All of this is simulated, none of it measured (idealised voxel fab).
Process module, titled voxel trench capacitor
In the cross-section labelled cut, the width is 250 nm and each square cell is 5 nm.
In what follows, cross-sections appear as grids of square cells, described through bands that run from the top down, where every band is one or more rows of cells.
Band: top height; bottom height; in nm. Then, left to right: material with width in nm, for each material. "edge to edge": a single material spanning edge to edge. "air": empty space.
Heights are expressed relative to 0, this being the level below which the as-received wafer comprises one material exclusively. The lowest band is unbounded in the downward direction and is denoted as in "top 0, no bottom".
You'd read "30..40" like this: the band's top row of cells is as wide as the first number, its bottom row is as wide as the second, and going down, every row changes width by the same amount as the row before did.
Step marked "identical to before"? Then no cell in the cross-section changed in it.
"Closed internal cavities" lists enclosed empty spaces (at least 8 cells, no open path upward to the top), each as width x height at distance from the left edge, in nm.
Whatever follows a step's settings on its line is a remark the simulator itself makes about that step.
Steps that use a mask can have "overlay nm" on their line. It says how far the mask sat to the right of where it was meant to be. Negative means to the left.

List of planned process steps:
1 RECEIVE with material Si
2 CONFORMAL_DEP with material SiN, thk nm 10
3 DIRECTIONAL_DEP with material aC, thk nm 10
4 PATTERN with tone open, mask id TRENCH, material resist, width nm 15, pitch nm 40, thk nm 25, overlay nm 0
5 DIRECTIONAL_ETCH with etch materials aC, depth nm 10
6 STRIP with etch materials resist
7 DIRECTIONAL_ETCH with etch materials SiN, depth nm 10
8 DIRECTIONAL_ETCH with etch materials Si, depth nm 40
9 STRIP with etch materials aC
10 CONFORMAL_DEP with material SiO2, thk nm 5
11 FILL_DEP with material polySi, thk nm 10
12 CMP with height nm 10

Concerning the first of two wafers, which was run in accordance with the plan:

As received (post step 1): cross-section:
* top 0, no bottom: Si edge to edge
* Closed internal cavities: none

Wafer after step 2 (cross-section):
* top 10, bottom 0: SiN edge to edge
* below 0: unchanged

Wafer after step 3 (cross-section):
* top 20, bottom 10: aC edge to edge
* below 10: unchanged

Wafer after step 4 (cross-section):
* top 45, bottom 20: resist=75 / air=15 / resist=25 / air=15 / resist=25 / air=15 / resist=80
* below 20: unchanged

Wafer after step 5 (cross-section):
* top 35, bottom 20: resist=75 / air=15 / resist=25 / air=15 / resist=25 / air=15 / resist=80
* top 20, bottom 10: aC=75 / air=15 / aC=25 / air=15 / aC=25 / air=15 / aC=80
* below 10: unchanged

Wafer after step 6 (cross-section):
* top 20, bottom 10: aC=75 / air=15 / aC=25 / air=15 / aC=25 / air=15 / aC=80
* below 10: unchanged

Wafer after step 7 (cross-section):
* top 20, bottom 10: aC=75 / air=15 / aC=25 / air=15 / aC=25 / air=15 / aC=80
* top 10, bottom 0: SiN=75 / air=15 / SiN=25 / air=15 / SiN=25 / air=15 / SiN=80
* below 0: unchanged

Wafer after step 8 (cross-section):
* top 20, bottom 10: aC=75 / air=15 / aC=25 / air=15 / aC=25 / air=15 / aC=80
* top 10, bottom 0: SiN=75 / air=15 / SiN=25 / air=15 / SiN=25 / air=15 / SiN=80
* top 0, bottom -40: Si=75 / air=15 / Si=25 / air=15 / Si=25 / air=15 / Si=80
* below -40: unchanged

Wafer after step 9 (cross-section):
* top 10, bottom 0: SiN=75 / air=15 / SiN=25 / air=15 / SiN=25 / air=15 / SiN=80
* below 0: unchanged

Wafer after step 10 (cross-section):
* top 15, bottom 10: SiO2=80 / air=5 / SiO2=35 / air=5 / SiO2=35 / air=5 / SiO2=85
* top 10, bottom 0: SiN=75 / SiO2=5 / air=5 / SiO2=5 / SiN=25 / SiO2=5 / air=5 / SiO2=5 / SiN=25 / SiO2=5 / air=5 / SiO2=5 / SiN=80
* top 0, bottom -35: Si=75 / SiO2=5 / air=5 / SiO2=5 / Si=25 / SiO2=5 / air=5 / SiO2=5 / Si=25 / SiO2=5 / air=5 / SiO2=5 / Si=80
* top -35, bottom -40: Si=75 / SiO2=15 / Si=25 / SiO2=15 / Si=25 / SiO2=15 / Si=80
* below -40: unchanged

Wafer after step 11 (cross-section):
* top 25, bottom 15: polySi edge to edge
* top 15, bottom 10: SiO2=80 / polySi=5 / SiO2=35 / polySi=5 / SiO2=35 / polySi=5 / SiO2=85
* top 10, bottom 0: SiN=75 / SiO2=5 / polySi=5 / SiO2=5 / SiN=25 / SiO2=5 / polySi=5 / SiO2=5 / SiN=25 / SiO2=5 / polySi=5 / SiO2=5 / SiN=80
* top 0, bottom -35: Si=75 / SiO2=5 / polySi=5 / SiO2=5 / Si=25 / SiO2=5 / polySi=5 / SiO2=5 / Si=25 / SiO2=5 / polySi=5 / SiO2=5 / Si=80
* below -35: unchanged

Wafer after step 12 (cross-section):
* top 10, bottom 0: SiN=75 / SiO2=5 / polySi=5 / SiO2=5 / SiN=25 / SiO2=5 / polySi=5 / SiO2=5 / SiN=25 / SiO2=5 / polySi=5 / SiO2=5 / SiN=80
* below 0: unchanged

Second wafer. Start and plan as for the first. One mistake made in running. Agrees with the first up to and including step 3:

Cross-section, second wafer, at the end time the plan gives for step 4:
* top 45, bottom 20: air=75 / resist=15 / air=25 / resist=15 / air=25 / resist=15 / air=80
* below 20: unchanged

Cross-section, second wafer, at the end time the plan gives for step 5:
* top 35, bottom 20: air=75 / resist=15 / air=25 / resist=15 / air=25 / resist=15 / air=80
* top 20, bottom 10: air=75 / aC=15 / air=25 / aC=15 / air=25 / aC=15 / air=80
* below 10: unchanged

Cross-section, second wafer, at the end time the plan gives for step 6:
* top 20, bottom 10: air=75 / aC=15 / air=25 / aC=15 / air=25 / aC=15 / air=80
* below 10: unchanged

Cross-section, second wafer, at the end time the plan gives for step 7:
* top 20, bottom 10: air=75 / aC=15 / air=25 / aC=15 / air=25 / aC=15 / air=80
* top 10, bottom 0: air=75 / SiN=15 / air=25 / SiN=15 / air=25 / SiN=15 / air=80
* below 0: unchanged

Cross-section, second wafer, at the end time the plan gives for step 8:
* top 20, bottom 10: air=75 / aC=15 / air=25 / aC=15 / air=25 / aC=15 / air=80
* top 10, bottom 0: air=75 / SiN=15 / air=25 / SiN=15 / air=25 / SiN=15 / air=80
* top 0, bottom -40: air=75 / Si=15 / air=25 / Si=15 / air=25 / Si=15 / air=80
* below -40: unchanged

Cross-section, second wafer, at the end time the plan gives for step 9:
* top 10, bottom 0: air=75 / SiN=15 / air=25 / SiN=15 / air=25 / SiN=15 / air=80
* below 0: unchanged

Cross-section, second wafer, at the end time the plan gives for step 10:
* top 15, bottom 10: air=70 / SiO2=25 / air=15 / SiO2=25 / air=15 / SiO2=25 / air=75
* top 10, bottom 0: air=70 / SiO2=5 / SiN=15 / SiO2=5 / air=15 / SiO2=5 / SiN=15 / SiO2=5 / air=15 / SiO2=5 / SiN=15 / SiO2=5 / air=75
* top 0, bottom -35: air=70 / SiO2=5 / Si=15 / SiO2=5 / air=15 / SiO2=5 / Si=15 / SiO2=5 / air=15 / SiO2=5 / Si=15 / SiO2=5 / air=75
* top -35, bottom -40: SiO2=75 / Si=15 / SiO2=25 / Si=15 / SiO2=25 / Si=15 / SiO2=80
* below -40: unchanged

Cross-section, second wafer, at the end time the plan gives for step 11:
* top 25, bottom 15: polySi edge to edge
* top 15, bottom 10: polySi=70 / SiO2=25 / polySi=15 / SiO2=25 / polySi=15 / SiO2=25 / polySi=75
* top 10, bottom 0: polySi=70 / SiO2=5 / SiN=15 / SiO2=5 / polySi=15 / SiO2=5 / SiN=15 / SiO2=5 / polySi=15 / SiO2=5 / SiN=15 / SiO2=5 / polySi=75
* top 0, bottom -35: polySi=70 / SiO2=5 / Si=15 / SiO2=5 / polySi=15 / SiO2=5 / Si=15 / SiO2=5 / polySi=15 / SiO2=5 / Si=15 / SiO2=5 / polySi=75
* below -35: unchanged

Cross-section, second wafer, at the end time the plan gives for step 12:
* top 10, bottom 0: polySi=70 / SiO2=5 / SiN=15 / SiO2=5 / polySi=15 / SiO2=5 / SiN=15 / SiO2=5 / polySi=15 / SiO2=5 / SiN=15 / SiO2=5 / polySi=75
* below 0: unchanged
Plan not followed: step 4 deviated from plan and actually ran as PATTERN with tone cover, mask id TRENCH, material resist, width nm 15, pitch nm 40, thk nm 25, overlay nm 0
Cell-count delta at end, second wafer over first, by material: 256 fewer of Si; 64 fewer of SiN; 32 more of SiO2; 288 more of polySi
